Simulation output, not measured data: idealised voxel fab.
Process module under the name voxel released beams
Displayed cross-section: cut, width of 210 nm, square cells sized 5 nm.
Cross-section = grid of square cells, listed top down in bands; band = one or more rows.
Heads up on the band format: heights come first, top then bottom, in nm. After that it's the materials left to right, each with its width in nm. A single material flagged "everywhere" fills the whole band edge to edge, and "air" means there's empty space there.
Height 0 is the level under which the wafer as received is all one material. The lowest band goes on downwards, as in "0 and below".
The width entry "30..40" should be interpreted row by row: the top row of cells in the band takes the first number, the bottom row takes the second number, and the change between adjacent rows is uniform throughout.
"all unchanged" after a step means that no cell of the cross-section changed.
Empty spaces without an open route to the top, at least 8 cells in extent, make up the entry "Closed voids list"; each is given as width x height at distance, where the distance is measured from the left edge, and all are in nm.
It should be noted that, on the line of a given step, the content following the step's settings is a remark produced by the simulator itself with respect to that step.
A step line may carry the setting "overlay nm", which, for steps involving a mask, states the distance by which the mask lay to the right of its intended position; negative values denote displacement to the left.
[So here's the lineup of process steps we planned]
1 RECEIVE | material Si
2 CONFORMAL_DEP | material Al2O3 | thk nm 5
3 DIRECTIONAL_DEP | material SiO2 | thk nm 15
4 DIRECTIONAL_DEP | material aC | thk nm 15
5 PATTERN | tone open | mask id ANCHOR | material resist | width nm 30 | thk nm 30 | overlay nm 0
6 DIRECTIONAL_ETCH | etch materials aC | depth nm 15
7 STRIP | etch materials resist
8 DIRECTIONAL_ETCH | etch materials SiO2 | depth nm 15
9 STRIP | etch materials aC
10 CONFORMAL_DEP | material SiN | thk nm 10
11 MASKED_ETCH | tone cover | mask id BEAM | width nm 90 | etch materials SiN | depth nm 10 | overlay nm 0
12 STRIP | etch materials SiO2
[Wafer as received: cross-section following step 1]
0 and below = Si everywhere
Closed voids list: none
[Post-module cross-section of the first of two wafers (run per plan)]
30 down to 20 = air: 55 / SiN: 15 / air: 10 / SiN: 65 / air: 65
20 down to 15 = air: 60 / SiN: 10 / air: 10 / SiN: 10 / air: 120
15 down to 5 = air: 60 / SiN: 30 / air: 120
5 down to 0 = Al2O3 everywhere
0 and below = Si everywhere
Closed voids list: none
[So this is wafer number two of the two, cut at the end of the module - it started where the first did and had the same plan, we just got one thing wrong running it]
30 down to 20 = air: 55 / SiN: 90 / air: 65
20 down to 15 = Al2O3 everywhere
15 down to 0 = SiO2 everywhere
0 and below = Si everywhere
Closed voids list: none
Diagnosis: sequence error: steps 2 and 3 interchanged
End check, counted in cells, second wafer has more or fewer of these materials than the first: -12 SiN; +126 SiO2
